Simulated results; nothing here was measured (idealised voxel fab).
This section sets out a process module, namely voxel local oxidation.
Pictured: cross-section cut, 180 nm wide, on a grid of 5 nm square cells.
When this document writes out a cross-section, it uses a grid of square cells and lists it as bands, beginning at the top and moving down, with a band standing for one or more rows of cells.
Each band's line starts with the height of the band's top and of its bottom, in nm. Then come its materials from left to right, each with its width in nm. One material with "all across" fills the band from edge to edge. "blank" is empty space.
The reference from which all heights are counted is 0, the level beneath which the as-received wafer is entirely one material; the lowest band, having no lower bound, proceeds downward and is written after the example "0 down".
Top row gets the first number, bottom row gets the second, and each row in between changes by the same step: that is how a band width like "30->40" works.
Take "changes: none" at face value: in the step it is given for, the cross-section changed in none of its cells.
Empty spaces without an open route to the top, at least 8 cells in extent, make up the entry "Sealed voids"; each is given as width x height at distance, where the distance is measured from the left edge, and all are in nm.
Read whatever lies past the settings on a step's line as the simulator's own remark about the step.
The line of a step may include "overlay nm". On a step with a mask, this value is how far to the right of its planned place the mask lay. A negative value means the mask lay to the left.
Process steps - plan:
1. op RECEIVE | material Si
2. op OXIDIZE | depth nm 5
3. op CONFORMAL_DEP | material SiN | thk nm 15
4. op PATTERN | tone cover | mask id ACTIVE | material resist | width nm 130 | thk nm 20 | overlay nm 0
5. op DIRECTIONAL_ETCH | etch materials SiN | depth nm 15
6. op STRIP | etch materials resist
7. op SELECTIVE_ETCH | etch materials SiO2 | depth nm 5
8. op OXIDIZE | depth nm 15
9. op STRIP | etch materials SiN
Here's what the wafer looked like in cross-section when it arrived - that's after step 1:
0 down  Si all across
Sealed voids: none
Here's the cross-section of the first of our two wafers at the end of the module - it ran as planned:
0 to -5  blank (30); SiO2 (120); blank (30)
-5 to -20  SiO2 (45); Si (90); SiO2 (45)
-20 down  Si all across
Sealed voids: none
Cross-section, wafer two of two, end of module: same start and plan as wafer one, one error in execution:
0 to -5  blank (40); SiO2 (100); blank (40)
-5 to -20  SiO2 (55); Si (70); SiO2 (55)
-20 down  Si all across
Sealed voids: none
Deviation from plan: step 7 did not use the planned setting and instead ran as op SELECTIVE_ETCH | etch materials SiO2 | depth nm 15
Cell-count delta at end, second wafer over first, by material: 12 fewer of Si, 8 more of SiO2
